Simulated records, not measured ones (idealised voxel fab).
voxel quadruple lines: a process module
Displayed cross-section: cut, width of 290 nm, square cells sized 5 nm.
Cross-sections here: square-cell grids, written as top-down lists of bands, a band being one or more rows of cells.
Top, bottom (nm), then materials left to right with widths (nm); lone material tagged "everywhere" fills the whole band edge to edge; "air" = empty space.
The level at which height equals 0 is the one under which the wafer, as it arrives, is entirely one material. No lower edge exists for the bottom band, which continues downward and is notated as in "0..down".
Width spec "30..40" -> top row of cells at first value, bottom row at second value, equal per-row change in between.
Step marked "stayed the same"? Then no cell in the cross-section changed in it.
"Voids lacking openings" - sealed voids, min. 8 cells, no opening to top; format: width x height at distance (distance from left edge; nm throughout).
Step line, after settings: the simulator's comment on this step.
overlay nm: right-of-plan distance of the mask on a masked step; negative values mean left-of-plan.

PLAN
step 1: RECEIVE, material Si
step 2: CONFORMAL_DEP, material SiO2, thk nm 10
step 3: DIRECTIONAL_DEP, material W, thk nm 10
step 4: DIRECTIONAL_DEP, material polySi, thk nm 15
step 5: DIRECTIONAL_DEP, material aC, thk nm 25
step 6: PATTERN, tone cover, mask id MANDREL, material resist, width nm 30, thk nm 30, overlay nm 0
step 7: DIRECTIONAL_ETCH, etch materials aC, depth nm 25
step 8: STRIP, etch materials resist
step 9: CONFORMAL_DEP, material SiO2, thk nm 10
step 10: DIRECTIONAL_ETCH, etch materials SiO2, depth nm 10
step 11: STRIP, etch materials aC
step 12: DIRECTIONAL_ETCH, etch materials polySi, depth nm 15
step 13: STRIP, etch materials SiO2
step 14: CONFORMAL_DEP, material SiCN, thk nm 10
step 15: DIRECTIONAL_ETCH, etch materials SiCN, depth nm 10
step 16: STRIP, etch materials polySi
step 17: DIRECTIONAL_ETCH, etch materials W, depth nm 10
step 18: STRIP, etch materials SiCN

BELOW: THE FIRST OF TWO WAFERS, RUN AS PLANNED

SHOWN IN CROSS-SECTION IS THE WAFER AS RECEIVED, THAT IS, AS IT STANDS AFTER STEP 1
* 0..down: Si everywhere
* Voids lacking openings: none

UPON COMPLETION OF STEP 2, THE WAFER APPEARS IN CROSS-SECTION AS SHOWN
* 10..0: SiO2 everywhere
* Everything below 0 is unchanged.

UPON COMPLETION OF STEP 3, THE WAFER APPEARS IN CROSS-SECTION AS SHOWN
* 20..10: W everywhere
* Everything below 10 is unchanged.

UPON COMPLETION OF STEP 4, THE WAFER APPEARS IN CROSS-SECTION AS SHOWN
* 35..20: polySi everywhere
* Everything below 20 is unchanged.

UPON COMPLETION OF STEP 5, THE WAFER APPEARS IN CROSS-SECTION AS SHOWN
* 60..35: aC everywhere
* Everything below 35 is unchanged.

UPON COMPLETION OF STEP 6, THE WAFER APPEARS IN CROSS-SECTION AS SHOWN
* 90..60: air 130 nm / resist 30 nm / air 130 nm
* Everything below 60 is unchanged.

UPON COMPLETION OF STEP 7, THE WAFER APPEARS IN CROSS-SECTION AS SHOWN
* 65..60: air 130 nm / resist 30 nm / air 130 nm
* 60..35: air 130 nm / aC 30 nm / air 130 nm
* Everything below 35 is unchanged.

UPON COMPLETION OF STEP 8, THE WAFER APPEARS IN CROSS-SECTION AS SHOWN
* 60..35: air 130 nm / aC 30 nm / air 130 nm
* Everything below 35 is unchanged.

UPON COMPLETION OF STEP 9, THE WAFER APPEARS IN CROSS-SECTION AS SHOWN
* 70..60: air 120 nm / SiO2 50 nm / air 120 nm
* 60..45: air 120 nm / SiO2 10 nm / aC 30 nm / SiO2 10 nm / air 120 nm
* 45..35: SiO2 130 nm / aC 30 nm / SiO2 130 nm
* Everything below 35 is unchanged.

UPON COMPLETION OF STEP 10, THE WAFER APPEARS IN CROSS-SECTION AS SHOWN
* 60..35: air 120 nm / SiO2 10 nm / aC 30 nm / SiO2 10 nm / air 120 nm
* Everything below 35 is unchanged.

UPON COMPLETION OF STEP 11, THE WAFER APPEARS IN CROSS-SECTION AS SHOWN
* 60..35: air 120 nm / SiO2 10 nm / air 30 nm / SiO2 10 nm / air 120 nm
* Everything below 35 is unchanged.

UPON COMPLETION OF STEP 12, THE WAFER APPEARS IN CROSS-SECTION AS SHOWN
* 60..35: air 120 nm / SiO2 10 nm / air 30 nm / SiO2 10 nm / air 120 nm
* 35..20: air 120 nm / polySi 10 nm / air 30 nm / polySi 10 nm / air 120 nm
* Everything below 20 is unchanged.

UPON COMPLETION OF STEP 13, THE WAFER APPEARS IN CROSS-SECTION AS SHOWN
* 35..20: air 120 nm / polySi 10 nm / air 30 nm / polySi 10 nm / air 120 nm
* Everything below 20 is unchanged.

UPON COMPLETION OF STEP 14, THE WAFER APPEARS IN CROSS-SECTION AS SHOWN
* 45..35: air 110 nm / SiCN 30 nm / air 10 nm / SiCN 30 nm / air 110 nm
* 35..30: air 110 nm / SiCN 10 nm / polySi 10 nm / SiCN 10 nm / air 10 nm / SiCN 10 nm / polySi 10 nm / SiCN 10 nm / air 110 nm
* 30..20: SiCN 120 nm / polySi 10 nm / SiCN 30 nm / polySi 10 nm / SiCN 120 nm
* Everything below 20 is unchanged.

UPON COMPLETION OF STEP 15, THE WAFER APPEARS IN CROSS-SECTION AS SHOWN
* 35..20: air 110 nm / SiCN 10 nm / polySi 10 nm / SiCN 10 nm / air 10 nm / SiCN 10 nm / polySi 10 nm / SiCN 10 nm / air 110 nm
* Everything below 20 is unchanged.

UPON COMPLETION OF STEP 16, THE WAFER APPEARS IN CROSS-SECTION AS SHOWN
* 35..20: air 110 nm / SiCN 10 nm / air 10 nm / SiCN 10 nm / air 10 nm / SiCN 10 nm / air 10 nm / SiCN 10 nm / air 110 nm
* Everything below 20 is unchanged.

UPON COMPLETION OF STEP 17, THE WAFER APPEARS IN CROSS-SECTION AS SHOWN
* 35..20: air 110 nm / SiCN 10 nm / air 10 nm / SiCN 10 nm / air 10 nm / SiCN 10 nm / air 10 nm / SiCN 10 nm / air 110 nm
* 20..10: air 110 nm / W 10 nm / air 10 nm / W 10 nm / air 10 nm / W 10 nm / air 10 nm / W 10 nm / air 110 nm
* Everything below 10 is unchanged.

UPON COMPLETION OF STEP 18, THE WAFER APPEARS IN CROSS-SECTION AS SHOWN
* 20..10: air 110 nm / W 10 nm / air 10 nm / W 10 nm / air 10 nm / W 10 nm / air 10 nm / W 10 nm / air 110 nm
* Everything below 10 is unchanged.

SECOND WAFER: LIKE START, LIKE PLAN, ONE MISTAKE. THROUGH STEP 5 IT MATCHES THE FIRST WAFER

SECOND WAFER SHOWN IN CROSS-SECTION AT THE TIME STEP 6 WAS SLATED TO END
* 90..60: resist 130 nm / air 30 nm / resist 130 nm
* Everything below 60 is unchanged.

SECOND WAFER SHOWN IN CROSS-SECTION AT THE TIME STEP 7 WAS SLATED TO END
* 65..60: resist 130 nm / air 30 nm / resist 130 nm
* 60..35: aC 130 nm / air 30 nm / aC 130 nm
* Everything below 35 is unchanged.

SECOND WAFER SHOWN IN CROSS-SECTION AT THE TIME STEP 8 WAS SLATED TO END
* 60..35: aC 130 nm / air 30 nm / aC 130 nm
* Everything below 35 is unchanged.

SECOND WAFER SHOWN IN CROSS-SECTION AT THE TIME STEP 9 WAS SLATED TO END
* 70..60: SiO2 140 nm / air 10 nm / SiO2 140 nm
* 60..45: aC 130 nm / SiO2 10 nm / air 10 nm / SiO2 10 nm / aC 130 nm
* 45..35: aC 130 nm / SiO2 30 nm / aC 130 nm
* Everything below 35 is unchanged.

SECOND WAFER SHOWN IN CROSS-SECTION AT THE TIME STEP 10 WAS SLATED TO END
* 60..35: aC 130 nm / SiO2 10 nm / air 10 nm / SiO2 10 nm / aC 130 nm
* Everything below 35 is unchanged.

SECOND WAFER SHOWN IN CROSS-SECTION AT THE TIME STEP 11 WAS SLATED TO END
* 60..35: air 130 nm / SiO2 10 nm / air 10 nm / SiO2 10 nm / air 130 nm
* Everything below 35 is unchanged.

SECOND WAFER SHOWN IN CROSS-SECTION AT THE TIME STEP 12 WAS SLATED TO END
* 60..35: air 130 nm / SiO2 10 nm / air 10 nm / SiO2 10 nm / air 130 nm
* 35..20: air 130 nm / polySi 10 nm / air 10 nm / polySi 10 nm / air 130 nm
* Everything below 20 is unchanged.

SECOND WAFER SHOWN IN CROSS-SECTION AT THE TIME STEP 13 WAS SLATED TO END
* 35..20: air 130 nm / polySi 10 nm / air 10 nm / polySi 10 nm / air 130 nm
* Everything below 20 is unchanged.

SECOND WAFER SHOWN IN CROSS-SECTION AT THE TIME STEP 14 WAS SLATED TO END
* 45..35: air 120 nm / SiCN 50 nm / air 120 nm
* 35..30: air 120 nm / SiCN 10 nm / polySi 10 nm / SiCN 10 nm / polySi 10 nm / SiCN 10 nm / air 120 nm
* 30..20: SiCN 130 nm / polySi 10 nm / SiCN 10 nm / polySi 10 nm / SiCN 130 nm
* Everything below 20 is unchanged.

SECOND WAFER SHOWN IN CROSS-SECTION AT THE TIME STEP 15 WAS SLATED TO END
* 35..20: air 120 nm / SiCN 10 nm / polySi 10 nm / SiCN 10 nm / polySi 10 nm / SiCN 10 nm / air 120 nm
* Everything below 20 is unchanged.

SECOND WAFER SHOWN IN CROSS-SECTION AT THE TIME STEP 16 WAS SLATED TO END
* 35..20: air 120 nm / SiCN 10 nm / air 10 nm / SiCN 10 nm / air 10 nm / SiCN 10 nm / air 120 nm
* Everything below 20 is unchanged.

SECOND WAFER SHOWN IN CROSS-SECTION AT THE TIME STEP 17 WAS SLATED TO END
* 35..20: air 120 nm / SiCN 10 nm / air 10 nm / SiCN 10 nm / air 10 nm / SiCN 10 nm / air 120 nm
* 20..10: air 120 nm / W 10 nm / air 10 nm / W 10 nm / air 10 nm / W 10 nm / air 120 nm
* Everything below 10 is unchanged.

SECOND WAFER SHOWN IN CROSS-SECTION AT THE TIME STEP 18 WAS SLATED TO END
* 20..10: air 120 nm / W 10 nm / air 10 nm / W 10 nm / air 10 nm / W 10 nm / air 120 nm
* Everything below 10 is unchanged.
Deviation from plan: step 6: run off-plan, actual operation and settings PATTERN, tone open, mask id MANDREL, material resist, width nm 30, thk nm 30, overlay nm 0
Bottom line after processing is that, in cells, the second wafer is up or down on some materials versus the first: W -4
